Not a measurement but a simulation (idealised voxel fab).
voxel fin reveal: a process module
Section shown: cut. Width: 200 nm. Cell size: 5 nm, square.
A cross-section is written here as square cells arranged in a grid, and it is given in bands from the top down, each band taking up one or more rows of cells. For a band, the entry starts with two heights in nm, that of the top and then that of the bottom, and carries on with the band's materials in order from left to right, each alongside its width in nm; the word "all across" beside a single material means it fills the band edge to edge, and "air" means empty space. Height is counted from the level 0, under which the received wafer is composed throughout of one material. The lowest of the bands is not closed at the bottom but continues downward, in the notation "0 and below". The expression "30 to 40" gives the width at the extremes of the band, the first number at its top row of cells and the second at its bottom row, with the width changing by equal amounts from each row to the next in between. "identical to before", as given for a step, is the statement that not any cell of the cross-section underwent a change during that step. In the "Enclosed internal cavities" entry, you get each enclosed empty space of 8 cells or more, one with no open way to the top, written width x height at distance, distance from the left edge, in nm. If you see something after the settings on a step's line, that's the simulator's own remark about that step. "overlay nm" on a masked step: distance the mask lay right of its planned place, negative for left.
[This section lists the process steps that were planned]
1: RECEIVE with material Si
2: CONFORMAL_DEP with material SiN, thk nm 10
3: MASKED_ETCH with tone cover, mask id FINS, width nm 15, pitch nm 35, etch materials SiN, depth nm 10, overlay nm 0
4: MASKED_ETCH with tone cover, mask id FINS, width nm 15, pitch nm 35, etch materials Si, depth nm 40, overlay nm 0
5: FILL_DEP with material SiO2, thk nm 15
6: CMP with height nm 10
7: SELECTIVE_ETCH with etch materials SiO2, depth nm 25
8: STRIP with etch materials SiN
[as received, after step 1]
    0 and below: Si all across
    Enclosed internal cavities: none
[Cross-section taken at module completion on the first of two wafers; processed per the plan]
    0 down to -15: 75 of air, 15 of Si, 20 of air, 15 of Si, 75 of air
    -15 down to -40: 75 of SiO2, 15 of Si, 20 of SiO2, 15 of Si, 75 of SiO2
    -40 and below: Si all across
    Enclosed internal cavities: none
[Presented here is a cross-section of the second of the two wafers as it stood at the end of the module. It was started in the same manner and assigned the same plan as the first wafer; however, one mistake was made in its execution]
    10 down to 0: 75 of air, 15 of SiN, 20 of air, 15 of SiN, 75 of air
    0 down to -15: 75 of air, 15 of Si, 20 of air, 15 of Si, 75 of air
    -15 down to -40: 75 of SiO2, 15 of Si, 20 of SiO2, 15 of Si, 75 of SiO2
    -40 and below: Si all across
    Enclosed internal cavities: none
Plan not followed: yeah, step 8 of the plan got skipped, never ran
At the finish, the second wafer shows more or fewer cells for some materials than the first does: +12 SiN
